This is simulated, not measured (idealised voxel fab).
Title: Process Module voxel spacer lines
Pictured: cross-section cut, 235 nm wide, on a grid of 5 nm square cells.
Notation: cross-section as square-cell grid; stated in bands, top first, going down; one or more cell rows per band.
The band entry comprises the height of the band's top followed by the height of its bottom, expressed in nm, and subsequently the band's materials from left to right, each stated together with its width in nm. Where a single material is marked with the word "full width", that material fills the band from edge to edge. The word "air" represents empty space.
Convention: height 0 is the level below which the wafer, as received, is all one material. The lowest band does not terminate at the bottom but continues downward, represented as "from 0 down".
Top row gets the first number, bottom row gets the second, and each row in between changes by the same step: that is how a band width like "30 to 40" works.
It should be understood that the words "remained unchanged", when stated for a given step, signify that the cross-section underwent no change in any of its cells during that step.
Basically, "Closed-off voids" tells you about the enclosed voids: empty spaces with no open way to the top, 8 cells or bigger, each written width x height at distance, where distance is from the left edge, all in nm.
Whatever follows a step's settings on its line is a remark the simulator itself makes about that step.
overlay nm: on a step with a mask, how far right of its planned place the mask lay; negative means left.
## The following list gives the planned process steps
1) RECEIVE: material Si
2) CONFORMAL_DEP: material Al2O3, thk nm 5
3) DIRECTIONAL_DEP: material W, thk nm 10
4) DIRECTIONAL_DEP: material aC, thk nm 25
5) PATTERN: tone cover, mask id MANDREL, material resist, width nm 15, pitch nm 60, thk nm 35, overlay nm 0
6) DIRECTIONAL_ETCH: etch materials aC, depth nm 25
7) STRIP: etch materials resist
8) CONFORMAL_DEP: material SiO2, thk nm 15
9) DIRECTIONAL_ETCH: etch materials SiO2, depth nm 15
10) STRIP: etch materials aC
11) DIRECTIONAL_ETCH: etch materials W, depth nm 10
12) STRIP: etch materials SiO2
13) FILL_DEP: material lowk, thk nm 10
14) CMP: height nm 15
## Wafer cross-section on receipt, i.e. after step 1
from 0 down | Si full width
Closed-off voids: none
## Wafer cross-section at module end: first of two, run to plan
from 15 to 5 | lowk 35 nm, W 15 nm, lowk 15 nm, W 15 nm, lowk 15 nm, W 15 nm, lowk 15 nm, W 15 nm, lowk 15 nm, W 15 nm, lowk 15 nm, W 15 nm, lowk 35 nm
from 5 to 0 | Al2O3 full width
from 0 down | Si full width
Closed-off voids: none
## Module end: cross-section of wafer two of two. Same start and process plan as the first wafer. One mistake during execution
from 15 to 5 | lowk 45 nm, W 15 nm, lowk 15 nm, W 15 nm, lowk 15 nm, W 15 nm, lowk 15 nm, W 15 nm, lowk 15 nm, W 15 nm, lowk 15 nm, W 15 nm, lowk 25 nm
from 5 to 0 | Al2O3 full width
from 0 down | Si full width
Closed-off voids: none
Misprocessing identified: step 5 was processed under conditions differing from the plan, specifically as PATTERN: tone cover, mask id MANDREL, material resist, width nm 15, pitch nm 60, thk nm 35, overlay nm 10
The concluding comparison shows that, measured in cells, each material is equally abundant on both wafers, albeit at different positions.
